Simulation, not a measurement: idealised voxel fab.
This section sets out a process module, namely voxel self aligned vias.
In the cross-section labelled cut, the width is 210 nm and each square cell is 5 nm.
Notation: cross-section as square-cell grid; stated in bands, top first, going down; one or more cell rows per band.
Heights first: top, then bottom, in nm. Then materials, left to right, each with a width in nm. "full width" on a single material: fills the band edge to edge. "empty": empty space.
Measure heights from 0. That's the level where, below it, the as-received wafer is all one material. The lowest band is bottomless and extends downward; write it as in "top 0, no bottom".
Width spec "30 to 40" -> top row of cells at first value, bottom row at second value, equal per-row change in between.
It should be understood that the words "nothing was modified", when stated for a given step, signify that the cross-section underwent no change in any of its cells during that step.
Each empty space that has no open way to the top and spans at least 8 cells appears under "Non-vented voids" as width x height at distance, the distance counted from the left edge, all in nm.
Note: text after step settings on the step line = simulator remark on that step.
overlay nm: right-of-plan distance of the mask on a masked step; negative values mean left-of-plan.

### The following list gives the planned process steps
step 1: RECEIVE (material Si)
step 2: CONFORMAL_DEP (material SiO2; thk nm 15)
step 3: CONFORMAL_DEP (material SiCN; thk nm 5)
step 4: DIRECTIONAL_DEP (material SiO2; thk nm 20)
step 5: PATTERN (tone open; mask id LINES; material resist; width nm 30; pitch nm 80; thk nm 15; overlay nm 0)
step 6: DIRECTIONAL_ETCH (etch materials SiO2; depth nm 20)
step 7: STRIP (etch materials resist)
step 8: CONFORMAL_DEP (material TiN; thk nm 5)
step 9: FILL_DEP (material Ru; thk nm 5)
step 10: CMP (height nm 40)
step 11: SELECTIVE_ETCH (etch materials W Ru TiN; depth nm 5)
step 12: FILL_DEP (material SiN; thk nm 10)
step 13: CMP (height nm 40)
step 14: DIRECTIONAL_DEP (material SiO2; thk nm 15)
step 15: MASKED_ETCH (tone open; mask id VIAS; width nm 50; pitch nm 80; etch materials SiO2; depth nm 15; overlay nm 0)
step 16: MASKED_ETCH (tone open; mask id VIAS; width nm 50; pitch nm 80; etch materials SiN; depth nm 5; overlay nm 0)
step 17: CONFORMAL_DEP (material TiN; thk nm 5)
step 18: FILL_DEP (material Cu; thk nm 5)
step 19: CMP (height nm 55)
step 20: CONFORMAL_DEP (material SiCN; thk nm 5)

### Shown in cross-section is the wafer as received, that is, as it stands after step 1
top 0, no bottom: Si full width
Non-vented voids: none

### Look at the cross-section after the module: the wafer started out the way shown above and the plan was the one shown above, yet one mistake was made along the way
top 60, bottom 55: SiCN full width
top 55, bottom 45: Cu (35); TiN (5); SiO2 (50); TiN (5); Cu (20); TiN (5); SiO2 (50); TiN (5); Cu (35)
top 45, bottom 40: TiN (40); SiO2 (50); TiN (30); SiO2 (50); TiN (40)
top 40, bottom 35: SiO2 (50); SiN (30); SiO2 (50); SiN (30); SiO2 (50)
top 35, bottom 25: SiO2 (50); TiN (5); Ru (20); TiN (5); SiO2 (50); TiN (5); Ru (20); TiN (5); SiO2 (50)
top 25, bottom 20: SiO2 (50); TiN (30); SiO2 (50); TiN (30); SiO2 (50)
top 20, bottom 15: SiCN full width
top 15, bottom 0: SiO2 full width
top 0, no bottom: Si full width
Non-vented voids: none
Plan not followed: step 15 did not happen as planned, as run it was MASKED_ETCH (tone cover; mask id VIAS; width nm 50; pitch nm 80; etch materials SiO2; depth nm 15; overlay nm 0)
